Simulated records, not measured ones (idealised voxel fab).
process module | voxel transistor to metal
cross-section cut | 185 nm wide | cells 5 nm
A cross-section is a grid of square cells, given in bands from the top down. A band is one or more rows of cells.
Each band's line starts with the height of the band's top and of its bottom, in nm. Then come its materials from left to right, each with its width in nm. One material with "throughout" fills the band from edge to edge. "air" is empty space.
Height 0 is the level under which the wafer as received is all one material. The lowest band goes on downwards, as in "0 down".
A width such as "30 to 40" changes by the same amount from each row of cells to the next, from the band's top row to its bottom row.
"no change" after a step means that no cell of the cross-section changed.
closed voids: empty space of 8 cells or more with no open way to the top, each as width x height at its distance from the left edge, in nm
after a step's settings: what the simulator itself notes on the step
overlay nm, on a step with a mask: how far to the right of its planned place the mask lay; to the left if negative
plan
1 op RECEIVE | material Si
2 op OXIDIZE | depth nm 5
3 op CONFORMAL_DEP | material SiN | thk nm 10
4 op MASKED_ETCH | tone cover | mask id ACTIVE | width nm 100 | etch materials SiN | depth nm 10 | overlay nm 0
5 op MASKED_ETCH | tone cover | mask id ACTIVE | width nm 100 | etch materials SiO2 | depth nm 5 | overlay nm 0
6 op MASKED_ETCH | tone cover | mask id ACTIVE | width nm 100 | etch materials Si | depth nm 20 | overlay nm 0
7 op OXIDIZE | depth nm 5
8 op FILL_DEP | material SiO2 | thk nm 10
9 op CMP | height nm 10
10 op SELECTIVE_ETCH | etch materials SiO2 | depth nm 10
11 op STRIP | etch materials SiN
12 op SELECTIVE_ETCH | etch materials SiO2 | depth nm 5
13 op OXIDIZE | depth nm 5
14 op DIRECTIONAL_DEP | material polySi | thk nm 25
15 op DIRECTIONAL_DEP | material SiCN | thk nm 15
16 op PATTERN | tone cover | mask id GATE | material resist | width nm 20 | thk nm 20 | overlay nm 0
17 op DIRECTIONAL_ETCH | etch materials SiCN | depth nm 25
18 op DIRECTIONAL_ETCH | etch materials polySi | depth nm 35
19 op STRIP | etch materials resist
20 op CONFORMAL_DEP | material SiN | thk nm 5
21 op DIRECTIONAL_ETCH | etch materials SiN | depth nm 5
22 op DIRECTIONAL_ETCH | etch materials SiO2 | depth nm 5
23 op DIRECTIONAL_ETCH | etch materials Si | depth nm 10
24 op EPI | material nSi | thk nm 15
25 op FILL_DEP | material SiO2 | thk nm 10
26 op CMP | height nm 35
27 op DIRECTIONAL_DEP | material SiO2 | thk nm 15
28 op DIRECTIONAL_DEP | material aC | thk nm 10
29 op PATTERN | tone open | mask id CONTACT | material resist | width nm 15 | pitch nm 75 | thk nm 25 | overlay nm 0
30 op DIRECTIONAL_ETCH | etch materials aC | depth nm 10
31 op STRIP | etch materials resist
32 op DIRECTIONAL_ETCH | etch materials SiO2 | depth nm 55
33 op STRIP | etch materials aC
34 op CONFORMAL_DEP | material TiN | thk nm 5
35 op FILL_DEP | material W | thk nm 10
36 op CMP | height nm 50
37 op CONFORMAL_DEP | material SiCN | thk nm 5
38 op DIRECTIONAL_DEP | material lowk | thk nm 25
39 op PATTERN | tone open | mask id METAL_1 | material resist | width nm 15 | pitch nm 75 | thk nm 20 | overlay nm 0
40 op DIRECTIONAL_ETCH | etch materials lowk | depth nm 25
41 op DIRECTIONAL_ETCH | etch materials SiCN | depth nm 5
42 op STRIP | etch materials resist
43 op CONFORMAL_DEP | material TiN | thk nm 5
44 op FILL_DEP | material Ru | thk nm 5
45 op CMP | height nm 80
46 op CONFORMAL_DEP | material SiN | thk nm 5
as received, after step 1
  0 down: Si throughout
  closed voids: none
first wafer at the end, as planned
  85 to 80: SiN throughout
  80 to 55: lowk 45 | TiN 5 | Ru 5 | TiN 5 | lowk 60 | TiN 5 | Ru 5 | TiN 5 | lowk 50
  55 to 50: SiCN 45 | TiN 15 | SiCN 60 | TiN 15 | SiCN 50
  50 to 35: SiO2 45 | TiN 5 | W 5 | TiN 5 | SiO2 60 | TiN 5 | W 5 | TiN 5 | SiO2 50
  35 to 20: SiO2 45 | TiN 5 | W 5 | TiN 5 | SiO2 15 | SiN 5 | SiCN 20 | SiN 5 | SiO2 15 | TiN 5 | W 5 | TiN 5 | SiO2 50
  20 to 5: SiO2 45 | TiN 5 | W 5 | TiN 5 | SiO2 15 | SiN 5 | polySi 20 | SiN 5 | SiO2 15 | TiN 5 | W 5 | TiN 5 | SiO2 50
  5 to 0: SiO2 45 | TiN 5 | W 5 | TiN 5 | nSi 15 | SiN 5 | polySi 20 | SiN 5 | nSi 15 | TiN 5 | W 5 | TiN 5 | SiO2 50
  0 to -5: SiO2 45 | TiN 15 | nSi 15 | SiN 5 | polySi 20 | SiN 5 | nSi 15 | TiN 15 | SiO2 50
  -5 to -10: SiO2 40 | nSi 35 | SiO2 30 | nSi 35 | SiO2 45
  -10 to -20: SiO2 45 | nSi 30 | Si 30 | nSi 30 | SiO2 50
  -20 to -30: SiO2 45 | Si 90 | SiO2 50
  -30 down: Si throughout
  closed voids: none
second wafer at the end: like start, like plan, one mistake
  85 to 80: SiN throughout
  80 to 55: lowk 45 | TiN 5 | Ru 5 | TiN 5 | lowk 60 | TiN 5 | Ru 5 | TiN 5 | lowk 50
  55 to 50: SiCN 45 | TiN 15 | SiCN 60 | TiN 15 | SiCN 50
  50 to 35: SiO2 45 | TiN 5 | W 5 | TiN 5 | SiO2 60 | TiN 5 | W 5 | TiN 5 | SiO2 50
  35 to 20: SiO2 45 | TiN 5 | W 5 | TiN 5 | SiO2 20 | SiN 5 | SiCN 15 | SiN 5 | SiO2 15 | TiN 5 | W 5 | TiN 5 | SiO2 50
  20 to 5: SiO2 45 | TiN 5 | W 5 | TiN 5 | SiO2 20 | SiN 5 | polySi 15 | SiN 5 | SiO2 15 | TiN 5 | W 5 | TiN 5 | SiO2 50
  5 to 0: SiO2 45 | TiN 5 | W 5 | TiN 5 | SiO2 5 | nSi 15 | SiN 5 | polySi 15 | SiN 5 | nSi 15 | TiN 5 | W 5 | TiN 5 | SiO2 50
  0 to -5: SiO2 45 | TiN 15 | SiO2 5 | nSi 15 | SiN 5 | polySi 15 | SiN 5 | nSi 15 | TiN 15 | SiO2 50
  -5 to -10: SiO2 40 | nSi 40 | SiO2 25 | nSi 35 | SiO2 45
  -10 to -20: SiO2 45 | nSi 35 | Si 25 | nSi 30 | SiO2 50
  -20 to -30: SiO2 45 | Si 90 | SiO2 50
  -30 down: Si throughout
  closed voids: none
what went wrong: step 16 ran as: op PATTERN | tone cover | mask id GATE | material resist | width nm 15 | thk nm 20 | overlay nm 0
at the end the second wafer has, in cells: 2 fewer of Si | 3 fewer of SiCN | 7 more of SiO2 | 3 more of nSi | 5 fewer of polySi
